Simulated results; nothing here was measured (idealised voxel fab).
Herein follows the process module entitled voxel released beams.
For reference, the cross-section in this document is cut, with width 185 nm and square cells of 5 nm.
Cross-section = grid of square cells, listed top down in bands; band = one or more rows.
In this notation a band is specified by the heights of its top and bottom, in that order and in nm, after which its materials appear from left to right, each paired with its width in nm. The word "all across" attached to a single material means that material fills the band from edge to edge; the word "empty" stands for empty space.
We count height from 0. Below that, the starting wafer is all one material. The lowest band never ends at the bottom but goes on down; see "0..down" for how that is written.
Width: "30..40" (first number = top row, second number = bottom row, same change from row to row of cells).
No cell of the cross-section changed in a step that is given as "no alteration".
"Cavities, closed" specifies each empty space that is not open to the top and that occupies no fewer than 8 cells, using the form width x height at distance, the distance measured from the left edge and all three quantities in nm.
Read whatever lies past the settings on a step's line as the simulator's own remark about the step.
On any step carrying a mask, the "overlay nm" setting, if present on the step's line, tells how far right of its planned place the mask lay; negative values point to the left.

# Listed below are the process steps as planned
- 1: RECEIVE,material Si
- 2: CONFORMAL_DEP,material Al2O3,thk nm 10
- 3: DIRECTIONAL_DEP,material SiO2,thk nm 15
- 4: DIRECTIONAL_DEP,material aC,thk nm 15
- 5: PATTERN,tone open,mask id ANCHOR,material resist,width nm 40,thk nm 35,overlay nm 0
- 6: DIRECTIONAL_ETCH,etch materials aC,depth nm 15
- 7: STRIP,etch materials resist
- 8: DIRECTIONAL_ETCH,etch materials SiO2,depth nm 15
- 9: STRIP,etch materials aC
- 10: CONFORMAL_DEP,material W,thk nm 15
- 11: MASKED_ETCH,tone cover,mask id BEAM,width nm 105,etch materials W,depth nm 15,overlay nm 0
- 12: STRIP,etch materials SiO2

# The cross-section here shows the wafer as received, i.e. in its state after step 1
0..down: Si all across
Cavities, closed: none

# The following cross-section depicts the wafer upon conclusion of the module. Processing commenced from the starting condition illustrated above and adhered to the plan illustrated above, save for one mistake in execution
45..30: empty=35  W=105  empty=45
30..25: W all across
25..10: SiO2=40  W=40  SiO2=105
10..0: Al2O3 all across
0..down: Si all across
Cavities, closed: none
In executing the process, a mistake was made relative to the plan: in deviation from the planned setting, step 10 was conducted as CONFORMAL_DEP,material W,thk nm 20
